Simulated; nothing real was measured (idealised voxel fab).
Title: Process Module voxel double patterning
Xsec cut, 200 nm wide, square cell size 5 nm.
Format of a cross-section: grid, square cells. Given as bands. Order: top down. Band: one or more rows of cells.
Heads up on the band format: heights come first, top then bottom, in nm. After that it's the materials left to right, each with its width in nm. A single material flagged "everywhere" fills the whole band edge to edge, and "blank" means there's empty space there.
Basically, 0 is our baseline, since under it the wafer straight out of the box is all one material. The bottom band has no lower end and keeps on going down, so it looks like "0 nm and below".
Note: "30 to 40" means the width goes from the first number (top row of the band) to the second number (bottom row) in equal steps per row of cells.
"no alteration" after a step means that no cell of the cross-section changed.
"Sealed internal voids": empty spaces of 8 cells or more with no open way to the top, each given as width x height at distance, distance from the left edge, all in nm.
Where a step's line continues beyond its settings, the continuation is a remark by the simulator itself on that step.
overlay nm: on a step with a mask, how far right of its planned place the mask lay; negative means left.
-- Listed below are the process steps as planned
- 1: RECEIVE | material Si
- 2: CONFORMAL_DEP | material SiO2 | thk nm 10
- 3: DIRECTIONAL_DEP | material W | thk nm 10
- 4: DIRECTIONAL_DEP | material SiN | thk nm 10
- 5: MASKED_ETCH | tone open | mask id FIRST | width nm 15 | pitch nm 50 | etch materials SiN | depth nm 10 | overlay nm 0
- 6: MASKED_ETCH | tone open | mask id SECOND | width nm 15 | etch materials SiN | depth nm 10 | overlay nm 0
- 7: DIRECTIONAL_ETCH | etch materials W | depth nm 10
- 8: STRIP | etch materials SiN
-- On the first of the two wafers: run conducted according to plan
-- So this is the incoming wafer in cross-section - it's already been through step 1
0 nm and below | Si everywhere
Sealed internal voids: none
-- Upon completion of step 2, the wafer appears in cross-section as shown
10 nm to 0 nm | SiO2 everywhere
Unchanged below 0.
-- Upon completion of step 3, the wafer appears in cross-section as shown
20 nm to 10 nm | W everywhere
Unchanged below 10.
-- Upon completion of step 4, the wafer appears in cross-section as shown
30 nm to 20 nm | SiN everywhere
Unchanged below 20.
-- Upon completion of step 5, the wafer appears in cross-section as shown
30 nm to 20 nm | 65 nm SiN; 15 nm blank; 35 nm SiN; 15 nm blank; 70 nm SiN
Unchanged below 20.
-- Upon completion of step 6, the wafer appears in cross-section as shown
30 nm to 20 nm | 65 nm SiN; 15 nm blank; 10 nm SiN; 15 nm blank; 10 nm SiN; 15 nm blank; 70 nm SiN
Unchanged below 20.
-- Upon completion of step 7, the wafer appears in cross-section as shown
30 nm to 20 nm | 65 nm SiN; 15 nm blank; 10 nm SiN; 15 nm blank; 10 nm SiN; 15 nm blank; 70 nm SiN
20 nm to 10 nm | 65 nm W; 15 nm blank; 10 nm W; 15 nm blank; 10 nm W; 15 nm blank; 70 nm W
Unchanged below 10.
-- Upon completion of step 8, the wafer appears in cross-section as shown
20 nm to 10 nm | 65 nm W; 15 nm blank; 10 nm W; 15 nm blank; 10 nm W; 15 nm blank; 70 nm W
Unchanged below 10.
-- Second Wafer (Identical Start and Plan, One Processing Error; Matches First Wafer Through Step 4)
-- Cross-section of the second wafer at the time by which step 5 should have been completed according to the plan
30 nm to 20 nm | 65 nm blank; 15 nm SiN; 35 nm blank; 15 nm SiN; 70 nm blank
Unchanged below 20.
Cross-section of the second wafer at the time by which step 6 should have been completed according to the plan: no alteration
-- Cross-section of the second wafer at the time by which step 7 should have been completed according to the plan
30 nm to 20 nm | 65 nm blank; 15 nm SiN; 35 nm blank; 15 nm SiN; 70 nm blank
20 nm to 10 nm | 65 nm blank; 15 nm W; 35 nm blank; 15 nm W; 70 nm blank
Unchanged below 10.
-- Cross-section of the second wafer at the time by which step 8 should have been completed according to the plan
20 nm to 10 nm | 65 nm blank; 15 nm W; 35 nm blank; 15 nm W; 70 nm blank
Unchanged below 10.
What was done differently from what was planned? step 5 ran with different settings than intended, the actual operation and settings being MASKED_ETCH | tone cover | mask id FIRST | width nm 15 | pitch nm 50 | etch materials SiN | depth nm 10 | overlay nm 0
At the finish, the second wafer shows more or fewer cells for some materials than the first does: 50 fewer of W
